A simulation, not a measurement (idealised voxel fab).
process module | voxel gate over fins
cross-section cut | 195 nm wide | cells 5 nm
A cross-section is a grid of square cells, given in bands from the top down. A band is one or more rows of cells.
Each band's line starts with the height of the band's top and of its bottom, in nm. Then come its materials from left to right, each with its width in nm. One material with "throughout" fills the band from edge to edge. "air" is empty space.
Height 0 is the level under which the wafer as received is all one material. The lowest band goes on downwards, as in "0 down".
A width such as "30 to 40" changes by the same amount from each row of cells to the next, from the band's top row to its bottom row.
"no change" after a step means that no cell of the cross-section changed.
closed voids: empty space of 8 cells or more with no open way to the top, each as width x height at its distance from the left edge, in nm
after a step's settings: what the simulator itself notes on the step
overlay nm, on a step with a mask: how far to the right of its planned place the mask lay; to the left if negative
plan
1 op RECEIVE | material Si
2 op CONFORMAL_DEP | material SiN | thk nm 10
3 op PATTERN | tone cover | mask id FINS | material resist | width nm 15 | pitch nm 40 | thk nm 15 | overlay nm -15
4 op DIRECTIONAL_ETCH | etch materials SiN | depth nm 10
5 op DIRECTIONAL_ETCH | etch materials Si | depth nm 30
6 op STRIP | etch materials resist
7 op OXIDIZE | depth nm 5
8 op FILL_DEP | material SiO2 | thk nm 5
9 op CMP | height nm 10
10 op SELECTIVE_ETCH | etch materials SiO2 | depth nm 25
11 op STRIP | etch materials SiN
12 op CONFORMAL_DEP | material HfO2 | thk nm 5
13 op CONFORMAL_DEP | material TiN | thk nm 5
14 op CONFORMAL_DEP | material TiAl | thk nm 5
15 op CONFORMAL_DEP | material TiN | thk nm 5
16 op FILL_DEP | material W | thk nm 15
17 op CMP | height nm 30
18 op CONFORMAL_DEP | material SiCN | thk nm 5
varied across the wafers: overlay nm of step 3. The plan shows the first wafer's value. All wafers start alike
first wafer as received, after step 1
  0 down: Si throughout
  closed voids: none
each wafer at the end: cells of each material gained (+) or lost (-) since it was received, then its closed voids
overlay nm -15 | +51 HfO2 | -259 Si | +39 SiCN | +148 SiO2 | +51 TiAl | +99 TiN | +144 W | closed voids: none
overlay nm -10 | +51 HfO2 | -259 Si | +39 SiCN | +148 SiO2 | +51 TiAl | +99 TiN | +144 W | closed voids: none
overlay nm -5 | +51 HfO2 | -259 Si | +39 SiCN | +148 SiO2 | +51 TiAl | +99 TiN | +144 W | closed voids: none
overlay nm 0 | +51 HfO2 | -259 Si | +39 SiCN | +148 SiO2 | +51 TiAl | +99 TiN | +144 W | closed voids: none
overlay nm 5 | +51 HfO2 | -259 Si | +39 SiCN | +148 SiO2 | +51 TiAl | +99 TiN | +144 W | closed voids: none
overlay nm 10 | +51 HfO2 | -259 Si | +39 SiCN | +148 SiO2 | +51 TiAl | +99 TiN | +144 W | closed voids: none
overlay nm 15 | +51 HfO2 | -259 Si | +39 SiCN | +148 SiO2 | +51 TiAl | +99 TiN | +144 W | closed voids: none
